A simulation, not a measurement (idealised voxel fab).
The document below concerns the process module designated voxel quadruple lines.
In the cross-section labelled cut, the width is 290 nm and each square cell is 5 nm.
For the purposes of this document, a cross-section shall be understood as a grid of square cells, specified as bands listed in top-to-bottom order, each band consisting of one or more rows of cells. Heads up on the band format: heights come first, top then bottom, in nm. After that it's the materials left to right, each with its width in nm. A single material flagged "everywhere" fills the whole band edge to edge, and "air" means there's empty space there. For the purposes of this specification, 0 denotes the height below which the wafer in its as-received condition is composed wholly of one material, and the lowermost band, lacking a lower limit, extends downward without end, as expressed in "z 0 and below". Width spec "30..40" -> top row of cells at first value, bottom row at second value, equal per-row change in between. You'll sometimes find "changes: none" written for a step, and that's the way of saying that nowhere in the cross-section did a cell change during that step. If an empty space has no open way to the top and is at least 8 cells in size, "Closed void inventory" lists it, written width x height at distance, where distance is measured from the left edge and every value is in nm. Note: text after step settings on the step line = simulator remark on that step. You can add "overlay nm" to a step's line. For a step with a mask, it describes how far the mask lay to the right of its planned position, and a negative number describes a lay to the left.
[The following list gives the planned process steps]
1. RECEIVE,material Si
2. CONFORMAL_DEP,material SiO2,thk nm 10
3. DIRECTIONAL_DEP,material W,thk nm 10
4. DIRECTIONAL_DEP,material polySi,thk nm 15
5. DIRECTIONAL_DEP,material aC,thk nm 25
6. PATTERN,tone cover,mask id MANDREL,material resist,width nm 30,thk nm 30,overlay nm -15
7. DIRECTIONAL_ETCH,etch materials aC,depth nm 25
8. STRIP,etch materials resist
9. CONFORMAL_DEP,material SiO2,thk nm 10
10. DIRECTIONAL_ETCH,etch materials SiO2,depth nm 10
11. STRIP,etch materials aC
12. DIRECTIONAL_ETCH,etch materials polySi,depth nm 15
13. STRIP,etch materials SiO2
14. CONFORMAL_DEP,material SiCN,thk nm 10
15. DIRECTIONAL_ETCH,etch materials SiCN,depth nm 10
16. STRIP,etch materials polySi
17. DIRECTIONAL_ETCH,etch materials W,depth nm 10
18. STRIP,etch materials SiCN
Among the wafers covered here, the point of difference is the overlay nm at step 6; their starting state is shared, and the plan presents the value of the first wafer.
[First of several wafers (as received, post step 1), cross-sectional view]
	z 0 and below | Si everywhere
	Closed void inventory: none
[Note: the following table is arranged by wafer, a row apiece. Each row reports the end-of-module state: per material, cells gained (+) or cells lost (-) compared with the wafer as received; closed voids follow]
overlay nm -15; +116 SiO2; +16 W; Closed void inventory: none
overlay nm -10; +116 SiO2; +16 W; Closed void inventory: none
overlay nm -5; +116 SiO2; +16 W; Closed void inventory: none
overlay nm 0; +116 SiO2; +16 W; Closed void inventory: none
overlay nm 5; +116 SiO2; +16 W; Closed void inventory: none
overlay nm 10; +116 SiO2; +16 W; Closed void inventory: none
overlay nm 15; +116 SiO2; +16 W; Closed void inventory: none
